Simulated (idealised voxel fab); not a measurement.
voxel transistor to metal: a process module
The cross-section shown here is cut; it is 160 nm wide and divided into square cells measuring 5 nm on a side.
Cross-section layout: square cells on a grid; listed as bands, top to bottom; a band spans one or more cell rows. Within each band entry, the heights of the top and of the bottom of the band appear first, in that order and in nm; the materials of the band then follow from left to right, each with its corresponding width in nm. The designation "full width" on a single material indicates that it fills the band from edge to edge; the designation "air" indicates empty space. Beneath 0, the wafer as received is one material, and that level is where height counting begins. The lowest band goes on downward without a bottom; it is written like "0 and below". The two numbers in a width such as "30..40" mark its ends across the band: the first belongs to the top row of cells, the second to the bottom row, and from each row to the next the width moves by the same amount. No cell of the cross-section changed in a step that is given as "nothing got changed". The entry titled "Enclosed voids" provides the empty spaces that have no open way to the top, restricted to those of 8 cells or more. Each is presented as width x height at distance, the distance being measured from the left edge, with all three in nm. Whatever follows a step's settings on its line is a remark the simulator itself makes about that step. overlay nm: for a step with a mask, the amount by which the mask lay right of where it was planned; a negative amount means left of it.

Steps in the process plan
| 1 | RECEIVE | material Si |
| 2 | OXIDIZE | depth nm 5 |
| 3 | CONFORMAL_DEP | material SiN | thk nm 10 |
| 4 | MASKED_ETCH | tone cover | mask id ACTIVE | width nm 100 | etch materials SiN | depth nm 10 | overlay nm 0 |
| 5 | MASKED_ETCH | tone cover | mask id ACTIVE | width nm 100 | etch materials SiO2 | depth nm 5 | overlay nm 0 |
| 6 | MASKED_ETCH | tone cover | mask id ACTIVE | width nm 100 | etch materials Si | depth nm 30 | overlay nm 0 |
| 7 | FILL_DEP | material SiO2 | thk nm 5 |
| 8 | CMP | height nm 10 |
| 9 | SELECTIVE_ETCH | etch materials SiO2 | depth nm 5 |
| 10 | STRIP | etch materials SiN |
| 11 | SELECTIVE_ETCH | etch materials SiO2 | depth nm 5 |
| 12 | OXIDIZE | depth nm 5 |
| 13 | DIRECTIONAL_DEP | material polySi | thk nm 30 |
| 14 | DIRECTIONAL_DEP | material SiCN | thk nm 15 |
| 15 | DIRECTIONAL_DEP | material aC | thk nm 10 |
| 16 | PATTERN | tone cover | mask id GATE | material resist | width nm 20 | thk nm 30 | overlay nm 0 |
| 17 | DIRECTIONAL_ETCH | etch materials aC | depth nm 10 |
| 18 | STRIP | etch materials resist |
| 19 | DIRECTIONAL_ETCH | etch materials SiCN | depth nm 25 |
| 20 | DIRECTIONAL_ETCH | etch materials polySi | depth nm 40 |
| 21 | STRIP | etch materials aC |
| 22 | CONFORMAL_DEP | material SiO2 | thk nm 5 |
| 23 | DIRECTIONAL_ETCH | etch materials SiO2 | depth nm 5 |
| 24 | CONFORMAL_DEP | material SiN | thk nm 10 |
| 25 | DIRECTIONAL_ETCH | etch materials SiN | depth nm 10 |
| 26 | DIRECTIONAL_ETCH | etch materials SiO2 | depth nm 5 |
| 27 | DIRECTIONAL_ETCH | etch materials Si | depth nm 15 |
| 28 | EPI | material SiGe | thk nm 15 |
| 29 | FILL_DEP | material SiO2 | thk nm 5 |
| 30 | CMP | height nm 40 |
| 31 | DIRECTIONAL_DEP | material SiO2 | thk nm 15 |
| 32 | DIRECTIONAL_DEP | material aC | thk nm 10 |
| 33 | PATTERN | tone open | mask id CONTACT | material resist | width nm 25 | pitch nm 55 | thk nm 30 | overlay nm 0 |
| 34 | DIRECTIONAL_ETCH | etch materials aC | depth nm 10 |
| 35 | STRIP | etch materials resist |
| 36 | DIRECTIONAL_ETCH | etch materials SiO2 | depth nm 50 |
| 37 | STRIP | etch materials aC |
| 38 | CONFORMAL_DEP | material TiN | thk nm 5 |
| 39 | FILL_DEP | material Ru | thk nm 5 |
| 40 | CMP | height nm 55 |
| 41 | DIRECTIONAL_DEP | material TiN | thk nm 5 |
| 42 | DIRECTIONAL_DEP | material W | thk nm 25 |
| 43 | PATTERN | tone cover | mask id METAL_1 | material resist | width nm 15 | pitch nm 65 | thk nm 15 | overlay nm 0 |
| 44 | DIRECTIONAL_ETCH | etch materials W | depth nm 25 |
| 45 | DIRECTIONAL_ETCH | etch materials TiN | depth nm 5 |
| 46 | STRIP | etch materials resist |
| 47 | FILL_DEP | material lowk | thk nm 5 |
| 48 | CMP | height nm 85 |
| 49 | CONFORMAL_DEP | material SiCN | thk nm 5 |

Here's what the wafer looked like in cross-section when it arrived - that's after step 1
* 0 and below: Si full width
* Enclosed voids: none

Run as planned - first of the two wafers cross-sectioned at the end of the module
* 90 down to 85: SiCN full width
* 85 down to 60: lowk=40  W=15  lowk=50  W=15  lowk=40
* 60 down to 55: lowk=40  TiN=15  lowk=50  TiN=15  lowk=40
* 55 down to 45: SiO2=40  TiN=5  Ru=15  TiN=5  SiO2=30  TiN=5  Ru=15  TiN=5  SiO2=40
* 45 down to 40: SiO2=40  TiN=5  Ru=5  TiN=15  SiO2=30  TiN=15  Ru=5  TiN=5  SiO2=40
* 40 down to 25: SiO2=40  TiN=5  Ru=5  TiN=5  SiN=10  SiO2=5  SiCN=20  SiO2=5  SiN=10  TiN=5  Ru=5  TiN=5  SiO2=40
* 25 down to 10: SiO2=40  TiN=5  Ru=5  TiN=5  SiN=10  SiO2=5  polySi=20  SiO2=5  SiN=10  TiN=5  Ru=5  TiN=5  SiO2=40
* 10 down to 5: SiO2=40  TiN=15  SiN=10  SiO2=5  polySi=20  SiO2=5  SiN=10  TiN=15  SiO2=40
* 5 down to 0: SiO2=35  SiGe=20  SiN=10  SiO2=5  polySi=20  SiO2=5  SiN=10  SiGe=20  SiO2=35
* 0 down to -5: SiO2=30  SiN=10  SiGe=15  SiN=10  SiO2=5  polySi=20  SiO2=5  SiN=10  SiGe=15  SiN=10  SiO2=30
* -5 down to -10: SiO2=40  SiGe=15  SiO2=50  SiGe=15  SiO2=40
* -10 down to -25: SiO2=30  Si=10  SiGe=15  Si=50  SiGe=15  Si=10  SiO2=30
* -25 down to -35: SiO2=30  Si=100  SiO2=30
* -35 and below: Si full width
* Enclosed voids: none

Cross-section, wafer two of two, end of module: same start and plan as wafer one, one error in execution
* 90 down to 85: SiCN full width
* 85 down to 60: lowk=40  W=15  lowk=50  W=15  lowk=40
* 60 down to 55: lowk=40  TiN=15  lowk=50  TiN=15  lowk=40
* 55 down to 45: SiO2=40  TiN=5  Ru=15  TiN=5  SiO2=30  TiN=5  Ru=15  TiN=5  SiO2=40
* 45 down to 40: SiO2=40  TiN=5  Ru=5  TiN=15  SiO2=30  TiN=15  Ru=5  TiN=5  SiO2=40
* 40 down to 25: SiO2=40  TiN=5  Ru=5  TiN=5  SiN=10  SiO2=5  SiCN=20  SiO2=5  SiN=10  TiN=5  Ru=5  TiN=5  SiO2=40
* 25 down to 20: SiO2=40  TiN=15  SiN=10  SiO2=5  polySi=20  SiO2=5  SiN=10  TiN=15  SiO2=40
* 20 down to 5: SiO2=55  SiN=10  SiO2=5  polySi=20  SiO2=5  SiN=10  SiO2=55
* 5 down to 0: SiO2=35  SiGe=20  SiN=10  SiO2=5  polySi=20  SiO2=5  SiN=10  SiGe=20  SiO2=35
* 0 down to -5: SiO2=30  SiN=10  SiGe=15  SiN=10  SiO2=5  polySi=20  SiO2=5  SiN=10  SiGe=15  SiN=10  SiO2=30
* -5 down to -10: SiO2=40  SiGe=15  SiO2=50  SiGe=15  SiO2=40
* -10 down to -25: SiO2=30  Si=10  SiGe=15  Si=50  SiGe=15  Si=10  SiO2=30
* -25 down to -35: SiO2=30  Si=100  SiO2=30
* -35 and below: Si full width
* Enclosed voids: none
Want to know what went wrong? step 31 of the plan was executed twice over
The closing comparison, in cells, has the second wafer with more or fewer of some materials than the first: Ru: 6 fewer; SiO2: 18 more; TiN: 12 fewer
